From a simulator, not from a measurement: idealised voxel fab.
The following is a process module called voxel self aligned contacts.
FYI the section here is cut, 285 nm wide, cells are 5 nm squares.
A cross-section in this document is a grid of square cells, and it is written down as bands, the top band listed before the ones below it; a band is made up of one or more rows of cells. Band: top height; bottom height; in nm. Then, left to right: material with width in nm, for each material. "throughout": a single material spanning edge to edge. "empty": empty space. Height datum 0, below which the as-received substrate wafer is one material. Lowest band open at the bottom, running downward: "0 down". Per-row width for "30 to 40": begins at first number (top row of band), ends at second number (bottom row), increment between rows held constant. Key: "no alteration" - step with no changed cell in the cross-section. Voids not open to the top, 8 cells minimum: see "Fully sealed voids". Written width x height at distance; distance is from the left edge; nm. It should be noted that, on the line of a given step, the content following the step's settings is a remark produced by the simulator itself with respect to that step. The setting "overlay nm" may be written on the line of a step. When the step uses a mask, the value reports how far to the right of the planned place the mask lay, and a negative value reports that it lay to the left.
# The following list gives the planned process steps
1. RECEIVE (material Si)
2. OXIDIZE (depth nm 5)
3. DIRECTIONAL_DEP (material polySi; thk nm 20)
4. DIRECTIONAL_DEP (material SiN; thk nm 20)
5. MASKED_ETCH (tone cover; mask id GATE; width nm 30; pitch nm 60; etch materials SiN; depth nm 20; overlay nm 0)
6. MASKED_ETCH (tone cover; mask id GATE; width nm 30; pitch nm 60; etch materials polySi; depth nm 20; overlay nm 0)
7. CONFORMAL_DEP (material SiN; thk nm 5)
8. DIRECTIONAL_ETCH (etch materials SiN; depth nm 5)
9. FILL_DEP (material SiO2; thk nm 15)
10. CMP (height nm 45)
11. MASKED_ETCH (tone open; mask id CONTACT; width nm 40; etch materials SiO2; depth nm 50; overlay nm 0)
12. CONFORMAL_DEP (material TiN; thk nm 5)
13. FILL_DEP (material W; thk nm 10)
14. CMP (height nm 45)
15. CONFORMAL_DEP (material SiN; thk nm 5)
# The cross-section here shows the wafer as received, i.e. in its state after step 1
	0 down  Si throughout
	Fully sealed voids: none
# First of two wafers at the end of the module, shown in cross-section; run carried out as planned
	50 to 45  SiN throughout
	45 to 40  SiO2 120 nm | TiN 15 nm | W 10 nm | TiN 15 nm | SiO2 125 nm
	40 to 20  SiO2 90 nm | SiN 40 nm | TiN 5 nm | W 10 nm | TiN 5 nm | SiN 40 nm | SiO2 95 nm
	20 to 0  SiO2 90 nm | SiN 5 nm | polySi 30 nm | SiN 5 nm | TiN 5 nm | W 10 nm | TiN 5 nm | SiN 5 nm | polySi 30 nm | SiN 5 nm | SiO2 95 nm
	0 to -5  SiO2 130 nm | TiN 20 nm | SiO2 135 nm
	-5 down  Si throughout
	Fully sealed voids: none
# End-of-module cross-section of the second wafer: identical starting point and process plan to the first, with one processing mistake
	50 to 45  SiN throughout
	45 to 35  SiO2 120 nm | TiN 5 nm | W 30 nm | TiN 5 nm | SiO2 125 nm
	35 to 30  SiO2 120 nm | TiN 15 nm | W 10 nm | TiN 15 nm | SiO2 125 nm
	30 to 10  SiO2 90 nm | SiN 40 nm | TiN 5 nm | W 10 nm | TiN 5 nm | SiN 40 nm | SiO2 95 nm
	10 to 0  SiO2 90 nm | SiN 5 nm | polySi 30 nm | SiN 5 nm | TiN 5 nm | W 10 nm | TiN 5 nm | SiN 5 nm | polySi 30 nm | SiN 5 nm | SiO2 95 nm
	0 to -5  SiO2 130 nm | TiN 20 nm | SiO2 135 nm
	-5 down  Si throughout
	Fully sealed voids: none
Nonconformance to the process plan: note that step 3 departed from the planned setting and was carried out as DIRECTIONAL_DEP (material polySi; thk nm 10)
Heads up, by the end the second wafer has more or fewer cells of some materials compared to the first: -8 SiN | +24 SiO2 | +8 W | -24 polySi
